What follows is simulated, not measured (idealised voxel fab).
This section sets out a process module, namely voxel transistor to metal.
cross-section cut | 150 nm wide | cells 5 nm
Notation: cross-section as square-cell grid; stated in bands, top first, going down; one or more cell rows per band. Heads up on the band format: heights come first, top then bottom, in nm. After that it's the materials left to right, each with its width in nm. A single material flagged "everywhere" fills the whole band edge to edge, and "blank" means there's empty space there. Heights are reckoned from 0. Under this level, the received wafer is all of one material. The bottommost band is open-ended downward, for example "top 0, no bottom". The expression "30->40" gives the width at the extremes of the band, the first number at its top row of cells and the second at its bottom row, with the width changing by equal amounts from each row to the next in between. The cross-section has no changed cell in any step marked "nothing was modified". "Tabulated closed voids" means: voids of 8 cells or more that are shut off from the top with no open way through. Written width x height at distance, distance from the left edge, in nm. Past the settings on a step's line: simulator remark, on that step. overlay nm: on a step with a mask, how far right of its planned place the mask lay; negative means left.

**These are the steps we planned for the process**
1,RECEIVE: material Si
2,OXIDIZE: depth nm 5
3,CONFORMAL_DEP: material SiN, thk nm 15
4,DIRECTIONAL_DEP: material aC, thk nm 10
5,PATTERN: tone cover, mask id ACTIVE, material resist, width nm 105, thk nm 25, overlay nm 0
6,DIRECTIONAL_ETCH: etch materials aC, depth nm 10
7,STRIP: etch materials resist
8,DIRECTIONAL_ETCH: etch materials SiN, depth nm 15
9,DIRECTIONAL_ETCH: etch materials SiO2, depth nm 5
10,DIRECTIONAL_ETCH: etch materials Si, depth nm 30
11,STRIP: etch materials aC
12,FILL_DEP: material SiO2, thk nm 10
13,CMP: height nm 15
14,SELECTIVE_ETCH: etch materials SiO2, depth nm 15
15,STRIP: etch materials SiN
16,SELECTIVE_ETCH: etch materials SiO2, depth nm 5
17,OXIDIZE: depth nm 5
18,DIRECTIONAL_DEP: material polySi, thk nm 30
19,DIRECTIONAL_DEP: material SiCN, thk nm 15
20,DIRECTIONAL_DEP: material aC, thk nm 10
21,PATTERN: tone cover, mask id GATE, material resist, width nm 25, thk nm 25, overlay nm 0
22,DIRECTIONAL_ETCH: etch materials aC, depth nm 10
23,STRIP: etch materials resist
24,DIRECTIONAL_ETCH: etch materials SiCN, depth nm 25
25,DIRECTIONAL_ETCH: etch materials polySi, depth nm 40
26,STRIP: etch materials aC
27,CONFORMAL_DEP: material SiN, thk nm 10
28,DIRECTIONAL_ETCH: etch materials SiN, depth nm 10
29,DIRECTIONAL_ETCH: etch materials SiO2, depth nm 5
30,DIRECTIONAL_ETCH: etch materials Si, depth nm 10
31,EPI: material pSi, thk nm 10
32,FILL_DEP: material SiO2, thk nm 5
33,CMP: height nm 25
34,STRIP: etch materials polySi
35,SELECTIVE_ETCH: etch materials SiO2, depth nm 5
36,CONFORMAL_DEP: material HfO2, thk nm 5
37,CONFORMAL_DEP: material TiN, thk nm 5
38,FILL_DEP: material W, thk nm 5
39,CMP: height nm 20
40,DIRECTIONAL_DEP: material SiO2, thk nm 15
41,MASKED_ETCH: tone open, mask id CONTACT, width nm 20, pitch nm 75, etch materials SiO2, depth nm 45, overlay nm 0
42,CONFORMAL_DEP: material TiN, thk nm 5
43,FILL_DEP: material W, thk nm 5
44,CMP: height nm 35
45,DIRECTIONAL_DEP: material TiN, thk nm 5
46,DIRECTIONAL_DEP: material W, thk nm 20
47,MASKED_ETCH: tone cover, mask id METAL_1, width nm 20, pitch nm 75, etch materials W, depth nm 20, overlay nm 0
48,MASKED_ETCH: tone cover, mask id METAL_1, width nm 20, pitch nm 75, etch materials TiN, depth nm 5, overlay nm 0
49,CONFORMAL_DEP: material SiCN, thk nm 5
50,FILL_DEP: material SiO2, thk nm 5
51,CMP: height nm 60
52,CONFORMAL_DEP: material SiCN, thk nm 5

**Incoming wafer in cross-section (state: after step 1)**
  top 0, no bottom: Si everywhere
  Tabulated closed voids: none

**Here's the wafer cut in cross-section after the module, started and planned just like above, except one thing was done wrong in the run**
  top 65, bottom 60: SiCN everywhere
  top 60, bottom 40: 20 of SiO2, 5 of SiCN, 20 of W, 5 of SiCN, 45 of SiO2, 5 of SiCN, 20 of W, 5 of SiCN, 25 of SiO2
  top 40, bottom 35: 25 of SiCN, 20 of TiN, 55 of SiCN, 20 of TiN, 30 of SiCN
  top 35, bottom 30: 40 of W, 30 of TiN, 5 of W, 30 of TiN, 45 of W
  top 30, bottom 25: 45 of TiN, 20 of HfO2, 5 of TiN, 5 of W, 5 of TiN, 20 of HfO2, 50 of TiN
  top 25, bottom 20: 50 of HfO2, 10 of SiN, 5 of HfO2, 5 of TiN, 5 of W, 5 of TiN, 5 of HfO2, 10 of SiN, 55 of HfO2
  top 20, bottom 0: 50 of SiO2, 10 of SiN, 5 of HfO2, 5 of TiN, 5 of W, 5 of TiN, 5 of HfO2, 10 of SiN, 55 of SiO2
  top 0, bottom -5: 40 of SiO2, 10 of pSi, 10 of SiN, 5 of HfO2, 15 of TiN, 5 of HfO2, 10 of SiN, 10 of pSi, 45 of SiO2
  top -5, bottom -10: 40 of SiO2, 10 of pSi, 5 of SiO2, 35 of HfO2, 5 of SiO2, 10 of pSi, 45 of SiO2
  top -10, bottom -20: 20 of SiO2, 30 of pSi, 45 of Si, 30 of pSi, 25 of SiO2
  top -20, bottom -35: 20 of SiO2, 105 of Si, 25 of SiO2
  top -35, no bottom: Si everywhere
  Tabulated closed voids: none
In executing the process, a mistake was made relative to the plan: plan step 39 never ran because it was skipped
